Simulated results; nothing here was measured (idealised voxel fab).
Proc. module: voxel self aligned contacts
For reference, the cross-section in this document is cut, with width 270 nm and square cells of 5 nm.
Format of a cross-section: grid, square cells. Given as bands. Order: top down. Band: one or more rows of cells. The band entry comprises the height of the band's top followed by the height of its bottom, expressed in nm, and subsequently the band's materials from left to right, each stated together with its width in nm. Where a single material is marked with the word "all across", that material fills the band from edge to edge. The word "blank" represents empty space. Height 0 is the level under which the wafer as received is all one material. The lowest band goes on downwards, as in "0 down". Per-row width for "30->40": begins at first number (top row of band), ends at second number (bottom row), increment between rows held constant. What does "nothing changed" mean for a step? It means no cell of the cross-section changed in that step. Voids not open to the top, 8 cells minimum: see "Closed void list". Written width x height at distance; distance is from the left edge; nm. Heads up: the bit after the settings on a step's line is the simulator's remark on that step. A step's line can hold "overlay nm"; with a mask on that step, the setting says how far right of the planned place the mask lay, while a negative setting says it lay to the left.
[The process steps that were planned are listed below]
| 1 | RECEIVE (material Si) |
| 2 | CONFORMAL_DEP (material SiO2; thk nm 5) |
| 3 | DIRECTIONAL_DEP (material polySi; thk nm 25) |
| 4 | DIRECTIONAL_DEP (material SiN; thk nm 25) |
| 5 | DIRECTIONAL_DEP (material aC; thk nm 10) |
| 6 | PATTERN (tone cover; mask id GATE; material resist; width nm 30; pitch nm 75; thk nm 25; overlay nm 0) |
| 7 | DIRECTIONAL_ETCH (etch materials aC; depth nm 10) |
| 8 | STRIP (etch materials resist) |
| 9 | DIRECTIONAL_ETCH (etch materials SiN; depth nm 25) |
| 10 | DIRECTIONAL_ETCH (etch materials polySi; depth nm 25) |
| 11 | STRIP (etch materials aC) |
| 12 | CONFORMAL_DEP (material SiN; thk nm 10) |
| 13 | DIRECTIONAL_ETCH (etch materials SiN; depth nm 10) |
| 14 | FILL_DEP (material SiO2; thk nm 10) |
| 15 | CMP (height nm 60) |
| 16 | DIRECTIONAL_DEP (material aC; thk nm 10) |
| 17 | PATTERN (tone open; mask id CONTACT; material resist; width nm 55; thk nm 30; overlay nm 0) |
| 18 | DIRECTIONAL_ETCH (etch materials aC; depth nm 10) |
| 19 | STRIP (etch materials resist) |
| 20 | DIRECTIONAL_ETCH (etch materials SiO2; depth nm 60) |
| 21 | STRIP (etch materials aC) |
| 22 | CONFORMAL_DEP (material TiN; thk nm 5) |
| 23 | FILL_DEP (material W; thk nm 5) |
| 24 | CMP (height nm 60) |
| 25 | CONFORMAL_DEP (material SiCN; thk nm 5) |
[Cross-section: wafer on arrival = after step 1]
    0 down | Si all across
    Closed void list: none
[Sectioned view, first of two wafers, at the close of the module, processed as intended in the plan]
    65 to 60 | SiCN all across
    60 to 55 | SiO2=105  TiN=20  W=15  TiN=20  SiO2=110
    55 to 30 | SiO2=70  SiN=50  TiN=5  W=15  TiN=5  SiN=50  SiO2=75
    30 to 5 | SiO2=70  SiN=10  polySi=30  SiN=10  TiN=5  W=15  TiN=5  SiN=10  polySi=30  SiN=10  SiO2=75
    5 to 0 | SiO2=120  TiN=25  SiO2=125
    0 down | Si all across
    Closed void list: none
[Cross-sectional view of the second of two wafers upon completion of the module. This wafer shared its starting condition and process plan with the first; one error was made during its execution]
    65 to 60 | SiCN all across
    60 to 55 | SiO2=70  SiN=50  TiN=25  SiN=50  SiO2=75
    55 to 30 | SiN all across
    30 to 5 | polySi all across
    5 to 0 | SiO2 all across
    0 down | Si all across
    Closed void list: none
Want to know what went wrong? twice, step 4 of the plan was run
Final wafer comparison in cells, second versus first, more or fewer per material: 150 more of SiN | 299 fewer of SiO2 | 28 fewer of TiN | 33 fewer of W | 210 more of polySi
